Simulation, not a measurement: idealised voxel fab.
Documented hereafter: the process module known as voxel plated lines.
Square cell edge 5 nm, section width 220 nm, ID cut.
Cross-section spec: square-cell grid; bands listed top down; each band is one or more rows. Per band: top height and bottom height in nm, followed by the left-to-right materials and their widths in nm; "everywhere" marks a single material spanning edge to edge, "air" marks empty space. Height 0 is the level under which the wafer as received is all one material. The lowest band goes on downwards, as in "0 down". With a width like "30..40", each row of cells in the band differs from the next by the same amount, the top row carrying the first number and the bottom row the second. No cell of the cross-section changed in a step that is given as "stayed the same". "closed voids" lists enclosed empty spaces (at least 8 cells, no open path upward to the top), each as width x height at distance from the left edge, in nm. Post-settings text on a step line: simulator's own remark regarding the step. Each step line may optionally specify "overlay nm", which for a step with a mask gives the rightward distance between the mask's planned place and where it lay, a negative value indicating the leftward direction.

**Process steps - plan**
- 1: op RECEIVE | material Si
- 2: op CONFORMAL_DEP | material SiN | thk nm 15
- 3: op DIRECTIONAL_DEP | material TiN | thk nm 5
- 4: op PATTERN | tone open | mask id LINES | material resist | width nm 15 | pitch nm 35 | thk nm 15 | overlay nm 0
- 5: op EPI | material Ru | thk nm 10
- 6: op EPI | material Ru | thk nm 10
- 7: op STRIP | etch materials resist
- 8: op DIRECTIONAL_ETCH | etch materials TiN | depth nm 5
- 9: op CONFORMAL_DEP | material SiCN | thk nm 10
Same starting wafers, different thk nm at step 4. Plan value belongs to the first wafer.

**First of several wafers (as received, post step 1), cross-sectional view**
* 0 down  Si everywhere
* closed voids: none

**Per wafer (row), end of module: delta in cells per material since receipt, (+) for gained, (-) for lost; closed voids after that**
thk nm 15 | +28 Ru | +128 SiCN | +132 SiN | +10 TiN | closed voids: none
thk nm 20 | +24 Ru | +128 SiCN | +132 SiN | +6 TiN | closed voids: none
thk nm 25 | +24 Ru | +128 SiCN | +132 SiN | +6 TiN | closed voids: none
thk nm 30 | +24 Ru | +128 SiCN | +132 SiN | +6 TiN | closed voids: none
thk nm 35 | +24 Ru | +128 SiCN | +132 SiN | +6 TiN | closed voids: none
thk nm 40 | +24 Ru | +128 SiCN | +132 SiN | +6 TiN | closed voids: none
